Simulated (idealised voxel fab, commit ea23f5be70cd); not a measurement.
The process module that follows is named voxel gate over fins.
Shown is cross-section cut, with a width of 235 nm and square cells of size 5 nm.
Cross-section spec: square-cell grid; bands listed top down; each band is one or more rows.
A band entry consists of two parts. The first gives the height of the band's top and the height of its bottom, in nm. The rest lists the band's materials from left to right, each with its width in nm. A single material labelled with the word "full width" fills the band from edge to edge, and the word "air" marks empty space.
For the purposes of this specification, 0 denotes the height below which the wafer in its as-received condition is composed wholly of one material, and the lowermost band, lacking a lower limit, extends downward without end, as expressed in "top 0, no bottom".
A width such as "30..40" changes by the same amount from each row of cells to the next, from the band's top row to its bottom row.
When a step is marked "all unchanged", none of the cells in the cross-section changed during that step.
Look at "Closed cavity list" for the closed voids: empty spaces with no open path to the top, sized 8 cells or up. Each is width x height at distance, distance from the left edge, all nm.
On a step's line, text after the settings is the simulator commenting on that step.
overlay nm, on a step with a mask: how far to the right of its planned place the mask lay; to the left if negative

### Steps planned for the process
1 RECEIVE | material Si
2 CONFORMAL_DEP | material SiN | thk nm 10
3 PATTERN | tone cover | mask id FINS | material resist | width nm 15 | pitch nm 55 | thk nm 15 | overlay nm 0
4 DIRECTIONAL_ETCH | etch materials SiN | depth nm 10
5 DIRECTIONAL_ETCH | etch materials Si | depth nm 40
6 STRIP | etch materials resist
7 OXIDIZE | depth nm 5
8 FILL_DEP | material SiO2 | thk nm 5
9 CMP | height nm 10
10 DIRECTIONAL_DEP | material aC | thk nm 15
11 PATTERN | tone open | mask id RAIL | material resist | width nm 15 | thk nm 30 | overlay nm 0
12 DIRECTIONAL_ETCH | etch materials aC | depth nm 15
13 STRIP | etch materials resist
14 DIRECTIONAL_ETCH | etch materials SiO2 | depth nm 45
15 STRIP | etch materials aC
16 CONFORMAL_DEP | material TiN | thk nm 5
17 FILL_DEP | material Ru | thk nm 10
18 CMP | height nm 10
19 SELECTIVE_ETCH | etch materials W Ru TiN | depth nm 30
20 FILL_DEP | material SiO2 | thk nm 5
21 CMP | height nm 10
22 SELECTIVE_ETCH | etch materials SiO2 | depth nm 25
23 STRIP | etch materials SiN
24 CONFORMAL_DEP | material HfO2 | thk nm 5
25 CONFORMAL_DEP | material TiN | thk nm 5
26 FILL_DEP | material W | thk nm 10
27 CMP | height nm 15
28 CONFORMAL_DEP | material SiN | thk nm 10

### Cross-section of the wafer as it came to us, i.e., already through step 1
    top 0, no bottom  Si full width
    Closed cavity list: none

### End-of-module cross-section of the first of two wafers, processed as planned
    top 25, bottom 15  SiN full width
    top 15, bottom 10  W full width
    top 10, bottom 5  50 W; 25 TiN; 30 W; 25 TiN; 30 W; 25 TiN; 50 W
    top 5, bottom 0  50 W; 5 TiN; 15 HfO2; 5 TiN; 30 W; 5 TiN; 15 HfO2; 5 TiN; 30 W; 5 TiN; 15 HfO2; 5 TiN; 50 W
    top 0, bottom -5  50 W; 5 TiN; 5 HfO2; 5 Si; 5 HfO2; 5 TiN; 30 W; 5 TiN; 5 HfO2; 5 Si; 5 HfO2; 5 TiN; 30 W; 5 TiN; 5 HfO2; 5 Si; 5 HfO2; 5 TiN; 50 W
    top -5, bottom -10  55 TiN; 5 HfO2; 5 Si; 5 HfO2; 40 TiN; 5 HfO2; 5 Si; 5 HfO2; 40 TiN; 5 HfO2; 5 Si; 5 HfO2; 55 TiN
    top -10, bottom -15  60 HfO2; 5 Si; 50 HfO2; 5 Si; 50 HfO2; 5 Si; 60 HfO2
    top -15, bottom -20  60 SiO2; 5 Si; 50 SiO2; 5 Si; 50 SiO2; 5 Si; 60 SiO2
    top -20, bottom -30  60 SiO2; 5 Si; 15 SiO2; 5 TiN; 5 Ru; 5 TiN; 20 SiO2; 5 Si; 50 SiO2; 5 Si; 60 SiO2
    top -30, bottom -35  60 SiO2; 5 Si; 15 SiO2; 15 TiN; 20 SiO2; 5 Si; 50 SiO2; 5 Si; 60 SiO2
    top -35, bottom -45  60 SiO2; 5 Si; 50 SiO2; 5 Si; 50 SiO2; 5 Si; 60 SiO2
    top -45, no bottom  Si full width
    Closed cavity list: none

### Wafer two, sectioned after the module: the first wafer's start, the first wafer's plan, and one mistake in how it was run
    top 25, bottom 15  SiN full width
    top 15, bottom 10  W full width
    top 10, bottom 5  50 W; 25 TiN; 30 W; 25 TiN; 30 W; 25 TiN; 50 W
    top 5, bottom 0  50 W; 5 TiN; 15 HfO2; 5 TiN; 30 W; 5 TiN; 15 HfO2; 5 TiN; 30 W; 5 TiN; 15 HfO2; 5 TiN; 50 W
    top 0, bottom -5  50 W; 5 TiN; 5 HfO2; 5 Si; 5 HfO2; 5 TiN; 30 W; 5 TiN; 5 HfO2; 5 Si; 5 HfO2; 5 TiN; 30 W; 5 TiN; 5 HfO2; 5 Si; 5 HfO2; 5 TiN; 50 W
    top -5, bottom -10  55 TiN; 5 HfO2; 5 Si; 5 HfO2; 40 TiN; 5 HfO2; 5 Si; 5 HfO2; 40 TiN; 5 HfO2; 5 Si; 5 HfO2; 55 TiN
    top -10, bottom -15  60 HfO2; 5 Si; 20 HfO2; 5 TiN; 25 HfO2; 5 Si; 50 HfO2; 5 Si; 60 HfO2
    top -15, bottom -30  60 SiO2; 5 Si; 15 SiO2; 5 HfO2; 5 TiN; 5 HfO2; 20 SiO2; 5 Si; 50 SiO2; 5 Si; 60 SiO2
    top -30, bottom -35  60 SiO2; 5 Si; 15 SiO2; 15 HfO2; 20 SiO2; 5 Si; 50 SiO2; 5 Si; 60 SiO2
    top -35, bottom -45  60 SiO2; 5 Si; 50 SiO2; 5 Si; 50 SiO2; 5 Si; 60 SiO2
    top -45, no bottom  Si full width
    Closed cavity list: none
What went wrong in running the wafer? step 16 ran as: CONFORMAL_DEP | material SiN | thk nm 5
Wafer comparison, final, in cells, second relative to first, materials more or fewer: HfO2: 8 more; Ru: 2 fewer; SiO2: 3 fewer; TiN: 3 fewer
